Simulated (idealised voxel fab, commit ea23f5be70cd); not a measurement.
Presented below is a process module, voxel capacitor over wiring.
The width of the displayed cross-section, cut, is 155 nm; its cells are square, with a size of 5 nm.
Cross-section = grid of square cells, listed top down in bands; band = one or more rows. Within each band entry, the heights of the top and of the bottom of the band appear first, in that order and in nm; the materials of the band then follow from left to right, each with its corresponding width in nm. The designation "all across" on a single material indicates that it fills the band from edge to edge; the designation "blank" indicates empty space. Heights are expressed relative to 0, this being the level below which the as-received wafer comprises one material exclusively. The lowest band is unbounded in the downward direction and is denoted as in "z 0 and below". The two numbers in a width such as "30..40" mark its ends across the band: the first belongs to the top row of cells, the second to the bottom row, and from each row to the next the width moves by the same amount. The cross-section has no changed cell in any step marked "nothing was modified". "Enclosed cavity list" lists enclosed empty spaces (at least 8 cells, no open path upward to the top), each as width x height at distance from the left edge, in nm. If you see something after the settings on a step's line, that's the simulator's own remark about that step. "overlay nm", when on a step's line for a step with a mask, measures how far to the right of its planned place the mask lay; a negative measure means to the left.
[So here's the lineup of process steps we planned]
- 1: RECEIVE with material Si
- 2: CONFORMAL_DEP with material SiO2, thk nm 10
- 3: CONFORMAL_DEP with material SiN, thk nm 5
- 4: DIRECTIONAL_DEP with material SiO2, thk nm 25
- 5: DIRECTIONAL_DEP with material aC, thk nm 10
- 6: PATTERN with tone open, mask id METAL_1, material resist, width nm 25, pitch nm 80, thk nm 25, overlay nm 0
- 7: DIRECTIONAL_ETCH with etch materials aC, depth nm 10
- 8: STRIP with etch materials resist
- 9: DIRECTIONAL_ETCH with etch materials SiO2, depth nm 25
- 10: DIRECTIONAL_ETCH with etch materials SiN, depth nm 5
- 11: STRIP with etch materials aC
- 12: CONFORMAL_DEP with material TiN, thk nm 5
- 13: FILL_DEP with material Cu, thk nm 5
- 14: CMP with height nm 40
- 15: CONFORMAL_DEP with material SiCN, thk nm 5
- 16: DIRECTIONAL_DEP with material lowk, thk nm 15
- 17: DIRECTIONAL_DEP with material aC, thk nm 15
- 18: PATTERN with tone open, mask id PLUG_1, material resist, width nm 15, thk nm 30, overlay nm 0
- 19: DIRECTIONAL_ETCH with etch materials aC, depth nm 15
- 20: STRIP with etch materials resist
- 21: DIRECTIONAL_ETCH with etch materials lowk, depth nm 15
- 22: DIRECTIONAL_ETCH with etch materials SiCN, depth nm 5
- 23: STRIP with etch materials aC
- 24: EPI with material Ru, thk nm 10
- 25: EPI with material Ru, thk nm 10
- 26: DIRECTIONAL_DEP with material TiN, thk nm 5
- 27: DIRECTIONAL_DEP with material Al2O3, thk nm 5
- 28: DIRECTIONAL_DEP with material TiN, thk nm 5
- 29: PATTERN with tone cover, mask id UPPER_PLATE, material resist, width nm 60, thk nm 15, overlay nm 0
- 30: DIRECTIONAL_ETCH with etch materials TiN, depth nm 5
- 31: DIRECTIONAL_ETCH with etch materials Al2O3, depth nm 5
- 32: STRIP with etch materials resist
- 33: MASKED_ETCH with tone cover, mask id LOWER_PLATE, width nm 70, etch materials TiN, depth nm 5, overlay nm 0
- 34: FILL_DEP with material SiO2, thk nm 15
- 35: CMP with height nm 85
- 36: PATTERN with tone open, mask id PLUG_2, material resist, width nm 15, thk nm 15, overlay nm 0
- 37: DIRECTIONAL_ETCH with etch materials SiO2, depth nm 10
- 38: STRIP with etch materials resist
- 39: CONFORMAL_DEP with material TiN, thk nm 5
- 40: FILL_DEP with material W, thk nm 5
- 41: CMP with height nm 85
- 42: CONFORMAL_DEP with material SiN, thk nm 5
[Here's what the wafer looked like in cross-section when it arrived - that's after step 1]
> z 0 and below  Si all across
> Enclosed cavity list: none
[The first of the two wafers as seen in cross-section once the module was finished; processing followed the plan]
> z 90 to 85  SiN all across
> z 85 to 80  45 nm SiO2; 5 nm TiN; 5 nm W; 5 nm TiN; 95 nm SiO2
> z 80 to 70  45..35 nm SiO2; 15..60 nm TiN; 95..60 nm SiO2
> z 70 to 65  35 nm SiO2; 60 nm Al2O3; 60 nm SiO2
> z 65 to 60  30 nm SiO2; 70 nm TiN; 55 nm SiO2
> z 60 to 45  35 nm lowk; 15 nm Ru; 105 nm lowk
> z 45 to 40  35 nm SiCN; 15 nm Ru; 105 nm SiCN
> z 40 to 15  25 nm SiO2; 5 nm TiN; 15 nm Cu; 5 nm TiN; 55 nm SiO2; 5 nm TiN; 15 nm Cu; 5 nm TiN; 25 nm SiO2
> z 15 to 10  25 nm SiN; 25 nm TiN; 55 nm SiN; 25 nm TiN; 25 nm SiN
> z 10 to 0  SiO2 all across
> z 0 and below  Si all across
> Enclosed cavity list: none
[Wafer two, sectioned after the module: the first wafer's start, the first wafer's plan, and one mistake in how it was run]
> z 90 to 85  SiN all across
> z 85 to 80  45 nm SiO2; 5 nm TiN; 5 nm W; 5 nm TiN; 95 nm SiO2
> z 80 to 75  45 nm SiO2; 15 nm TiN; 95 nm SiO2
> z 75 to 70  SiO2 all across
> z 70 to 60  35..30 nm SiO2; 60..70 nm TiN; 60..55 nm SiO2
> z 60 to 45  35 nm lowk; 15 nm Ru; 105 nm lowk
> z 45 to 40  35 nm SiCN; 15 nm Ru; 105 nm SiCN
> z 40 to 15  25 nm SiO2; 5 nm TiN; 15 nm Cu; 5 nm TiN; 55 nm SiO2; 5 nm TiN; 15 nm Cu; 5 nm TiN; 25 nm SiO2
> z 15 to 10  25 nm SiN; 25 nm TiN; 55 nm SiN; 25 nm TiN; 25 nm SiN
> z 10 to 0  SiO2 all across
> z 0 and below  Si all across
> Enclosed cavity list: none
So what did we get wrong on this run? step 27 of the plan: omitted, not performed
Final comparison by cell count, materials where the second wafer has more or fewer than the first: Al2O3: 12 fewer | SiO2: 12 more
